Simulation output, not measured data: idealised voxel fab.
This section sets out a process module, namely voxel trench capacitor.
Section shown: cut. Width: 230 nm. Cell size: 5 nm, square.
A cross-section in this document is a grid of square cells, and it is written down as bands, the top band listed before the ones below it; a band is made up of one or more rows of cells.
Per band: top height and bottom height in nm, followed by the left-to-right materials and their widths in nm; "all across" marks a single material spanning edge to edge, "air" marks empty space.
Ref level 0: as-received wafer is one material below here. Bottom band extends down with no lower bound ("0 -> down").
A two-number width, for instance "30..40", indicates that the width is equal to the first number in the top row of the band and to the second number in the bottom row, and that it changes by a constant amount per row of cells.
The cross-section has no changed cell in any step marked "no alterations made".
The list in "Sealed-off cavities" covers empty spaces of 8 cells or more that cannot reach the top through any open way, and it gives each as width x height at distance; the distance is from the left edge, and width, height and distance are in nm.
Note: text after step settings on the step line = simulator remark on that step.
overlay nm: step with mask; distance mask lay right of planned place; negative value = left of planned place.
**This section lists the process steps that were planned**
1: RECEIVE | material Si
2: CONFORMAL_DEP | material SiN | thk nm 5
3: DIRECTIONAL_DEP | material aC | thk nm 15
4: PATTERN | tone open | mask id TRENCH | material resist | width nm 30 | pitch nm 55 | thk nm 35 | overlay nm 0
5: DIRECTIONAL_ETCH | etch materials aC | depth nm 15
6: STRIP | etch materials resist
7: DIRECTIONAL_ETCH | etch materials SiN | depth nm 5
8: DIRECTIONAL_ETCH | etch materials Si | depth nm 35
9: STRIP | etch materials aC
10: CONFORMAL_DEP | material HfO2 | thk nm 5
11: CONFORMAL_DEP | material TiN | thk nm 5
12: FILL_DEP | material W | thk nm 5
13: CMP | height nm 5
**First of two wafers: run as planned**
**Step 1 complete: cross-section of the wafer as received**
	0 -> down | Si all across
	Sealed-off cavities: none
**Sectional view: wafer, after step 2**
	5 -> 0 | SiN all across
	No changes below 0.
**Sectional view: wafer, after step 3**
	20 -> 5 | aC all across
	No changes below 5.
**Sectional view: wafer, after step 4**
	55 -> 20 | 15 resist / 30 air / 25 resist / 30 air / 25 resist / 30 air / 25 resist / 30 air / 20 resist
	No changes below 20.
**Sectional view: wafer, after step 5**
	40 -> 20 | 15 resist / 30 air / 25 resist / 30 air / 25 resist / 30 air / 25 resist / 30 air / 20 resist
	20 -> 5 | 15 aC / 30 air / 25 aC / 30 air / 25 aC / 30 air / 25 aC / 30 air / 20 aC
	No changes below 5.
**Sectional view: wafer, after step 6**
	20 -> 5 | 15 aC / 30 air / 25 aC / 30 air / 25 aC / 30 air / 25 aC / 30 air / 20 aC
	No changes below 5.
**Sectional view: wafer, after step 7**
	20 -> 5 | 15 aC / 30 air / 25 aC / 30 air / 25 aC / 30 air / 25 aC / 30 air / 20 aC
	5 -> 0 | 15 SiN / 30 air / 25 SiN / 30 air / 25 SiN / 30 air / 25 SiN / 30 air / 20 SiN
	No changes below 0.
**Sectional view: wafer, after step 8**
	20 -> 5 | 15 aC / 30 air / 25 aC / 30 air / 25 aC / 30 air / 25 aC / 30 air / 20 aC
	5 -> 0 | 15 SiN / 30 air / 25 SiN / 30 air / 25 SiN / 30 air / 25 SiN / 30 air / 20 SiN
	0 -> -35 | 15 Si / 30 air / 25 Si / 30 air / 25 Si / 30 air / 25 Si / 30 air / 20 Si
	No changes below -35.
**Sectional view: wafer, after step 9**
	5 -> 0 | 15 SiN / 30 air / 25 SiN / 30 air / 25 SiN / 30 air / 25 SiN / 30 air / 20 SiN
	No changes below 0.
**Sectional view: wafer, after step 10**
	10 -> 5 | 20 HfO2 / 20 air / 35 HfO2 / 20 air / 35 HfO2 / 20 air / 35 HfO2 / 20 air / 25 HfO2
	5 -> 0 | 15 SiN / 5 HfO2 / 20 air / 5 HfO2 / 25 SiN / 5 HfO2 / 20 air / 5 HfO2 / 25 SiN / 5 HfO2 / 20 air / 5 HfO2 / 25 SiN / 5 HfO2 / 20 air / 5 HfO2 / 20 SiN
	0 -> -30 | 15 Si / 5 HfO2 / 20 air / 5 HfO2 / 25 Si / 5 HfO2 / 20 air / 5 HfO2 / 25 Si / 5 HfO2 / 20 air / 5 HfO2 / 25 Si / 5 HfO2 / 20 air / 5 HfO2 / 20 Si
	-30 -> -35 | 15 Si / 30 HfO2 / 25 Si / 30 HfO2 / 25 Si / 30 HfO2 / 25 Si / 30 HfO2 / 20 Si
	No changes below -35.
**Sectional view: wafer, after step 11**
	15 -> 10 | 25 TiN / 10 air / 45 TiN / 10 air / 45 TiN / 10 air / 45 TiN / 10 air / 30 TiN
	10 -> 5 | 20 HfO2 / 5 TiN / 10 air / 5 TiN / 35 HfO2 / 5 TiN / 10 air / 5 TiN / 35 HfO2 / 5 TiN / 10 air / 5 TiN / 35 HfO2 / 5 TiN / 10 air / 5 TiN / 25 HfO2
	5 -> 0 | 15 SiN / 5 HfO2 / 5 TiN / 10 air / 5 TiN / 5 HfO2 / 25 SiN / 5 HfO2 / 5 TiN / 10 air / 5 TiN / 5 HfO2 / 25 SiN / 5 HfO2 / 5 TiN / 10 air / 5 TiN / 5 HfO2 / 25 SiN / 5 HfO2 / 5 TiN / 10 air / 5 TiN / 5 HfO2 / 20 SiN
	0 -> -25 | 15 Si / 5 HfO2 / 5 TiN / 10 air / 5 TiN / 5 HfO2 / 25 Si / 5 HfO2 / 5 TiN / 10 air / 5 TiN / 5 HfO2 / 25 Si / 5 HfO2 / 5 TiN / 10 air / 5 TiN / 5 HfO2 / 25 Si / 5 HfO2 / 5 TiN / 10 air / 5 TiN / 5 HfO2 / 20 Si
	-25 -> -30 | 15 Si / 5 HfO2 / 20 TiN / 5 HfO2 / 25 Si / 5 HfO2 / 20 TiN / 5 HfO2 / 25 Si / 5 HfO2 / 20 TiN / 5 HfO2 / 25 Si / 5 HfO2 / 20 TiN / 5 HfO2 / 20 Si
	No changes below -30.
**Sectional view: wafer, after step 12**
	20 -> 15 | W all across
	15 -> 10 | 25 TiN / 10 W / 45 TiN / 10 W / 45 TiN / 10 W / 45 TiN / 10 W / 30 TiN
	10 -> 5 | 20 HfO2 / 5 TiN / 10 W / 5 TiN / 35 HfO2 / 5 TiN / 10 W / 5 TiN / 35 HfO2 / 5 TiN / 10 W / 5 TiN / 35 HfO2 / 5 TiN / 10 W / 5 TiN / 25 HfO2
	5 -> 0 | 15 SiN / 5 HfO2 / 5 TiN / 10 W / 5 TiN / 5 HfO2 / 25 SiN / 5 HfO2 / 5 TiN / 10 W / 5 TiN / 5 HfO2 / 25 SiN / 5 HfO2 / 5 TiN / 10 W / 5 TiN / 5 HfO2 / 25 SiN / 5 HfO2 / 5 TiN / 10 W / 5 TiN / 5 HfO2 / 20 SiN
	0 -> -25 | 15 Si / 5 HfO2 / 5 TiN / 10 W / 5 TiN / 5 HfO2 / 25 Si / 5 HfO2 / 5 TiN / 10 W / 5 TiN / 5 HfO2 / 25 Si / 5 HfO2 / 5 TiN / 10 W / 5 TiN / 5 HfO2 / 25 Si / 5 HfO2 / 5 TiN / 10 W / 5 TiN / 5 HfO2 / 20 Si
	No changes below -25.
**Sectional view: wafer, after step 13**
	5 -> 0 | 15 SiN / 5 HfO2 / 5 TiN / 10 W / 5 TiN / 5 HfO2 / 25 SiN / 5 HfO2 / 5 TiN / 10 W / 5 TiN / 5 HfO2 / 25 SiN / 5 HfO2 / 5 TiN / 10 W / 5 TiN / 5 HfO2 / 25 SiN / 5 HfO2 / 5 TiN / 10 W / 5 TiN / 5 HfO2 / 20 SiN
	No changes below 0.
**Companion wafer, the second of two: same beginning, same intended sequence, one mistake in carrying it out; through step 10 inclusive it tracks the first exactly**
**Second wafer shown in cross-section at the time step 11 was slated to end**
	15 -> 10 | 25 aC / 10 air / 45 aC / 10 air / 45 aC / 10 air / 45 aC / 10 air / 30 aC
	10 -> 5 | 20 HfO2 / 5 aC / 10 air / 5 aC / 35 HfO2 / 5 aC / 10 air / 5 aC / 35 HfO2 / 5 aC / 10 air / 5 aC / 35 HfO2 / 5 aC / 10 air / 5 aC / 25 HfO2
	5 -> 0 | 15 SiN / 5 HfO2 / 5 aC / 10 air / 5 aC / 5 HfO2 / 25 SiN / 5 HfO2 / 5 aC / 10 air / 5 aC / 5 HfO2 / 25 SiN / 5 HfO2 / 5 aC / 10 air / 5 aC / 5 HfO2 / 25 SiN / 5 HfO2 / 5 aC / 10 air / 5 aC / 5 HfO2 / 20 SiN
	0 -> -25 | 15 Si / 5 HfO2 / 5 aC / 10 air / 5 aC / 5 HfO2 / 25 Si / 5 HfO2 / 5 aC / 10 air / 5 aC / 5 HfO2 / 25 Si / 5 HfO2 / 5 aC / 10 air / 5 aC / 5 HfO2 / 25 Si / 5 HfO2 / 5 aC / 10 air / 5 aC / 5 HfO2 / 20 Si
	-25 -> -30 | 15 Si / 5 HfO2 / 20 aC / 5 HfO2 / 25 Si / 5 HfO2 / 20 aC / 5 HfO2 / 25 Si / 5 HfO2 / 20 aC / 5 HfO2 / 25 Si / 5 HfO2 / 20 aC / 5 HfO2 / 20 Si
	No changes below -30.
**Second wafer shown in cross-section at the time step 12 was slated to end**
	20 -> 15 | W all across
	15 -> 10 | 25 aC / 10 W / 45 aC / 10 W / 45 aC / 10 W / 45 aC / 10 W / 30 aC
	10 -> 5 | 20 HfO2 / 5 aC / 10 W / 5 aC / 35 HfO2 / 5 aC / 10 W / 5 aC / 35 HfO2 / 5 aC / 10 W / 5 aC / 35 HfO2 / 5 aC / 10 W / 5 aC / 25 HfO2
	5 -> 0 | 15 SiN / 5 HfO2 / 5 aC / 10 W / 5 aC / 5 HfO2 / 25 SiN / 5 HfO2 / 5 aC / 10 W / 5 aC / 5 HfO2 / 25 SiN / 5 HfO2 / 5 aC / 10 W / 5 aC / 5 HfO2 / 25 SiN / 5 HfO2 / 5 aC / 10 W / 5 aC / 5 HfO2 / 20 SiN
	0 -> -25 | 15 Si / 5 HfO2 / 5 aC / 10 W / 5 aC / 5 HfO2 / 25 Si / 5 HfO2 / 5 aC / 10 W / 5 aC / 5 HfO2 / 25 Si / 5 HfO2 / 5 aC / 10 W / 5 aC / 5 HfO2 / 25 Si / 5 HfO2 / 5 aC / 10 W / 5 aC / 5 HfO2 / 20 Si
	No changes below -25.
**Second wafer shown in cross-section at the time step 13 was slated to end**
	5 -> 0 | 15 SiN / 5 HfO2 / 5 aC / 10 W / 5 aC / 5 HfO2 / 25 SiN / 5 HfO2 / 5 aC / 10 W / 5 aC / 5 HfO2 / 25 SiN / 5 HfO2 / 5 aC / 10 W / 5 aC / 5 HfO2 / 25 SiN / 5 HfO2 / 5 aC / 10 W / 5 aC / 5 HfO2 / 20 SiN
	No changes below 0.
Misprocessing identified: off-plan run, step 11, actual operation and settings CONFORMAL_DEP | material aC | thk nm 5
The final cell counts differ between the wafers, with the second having more or fewer of some materials than the first: -64 TiN, +64 aC
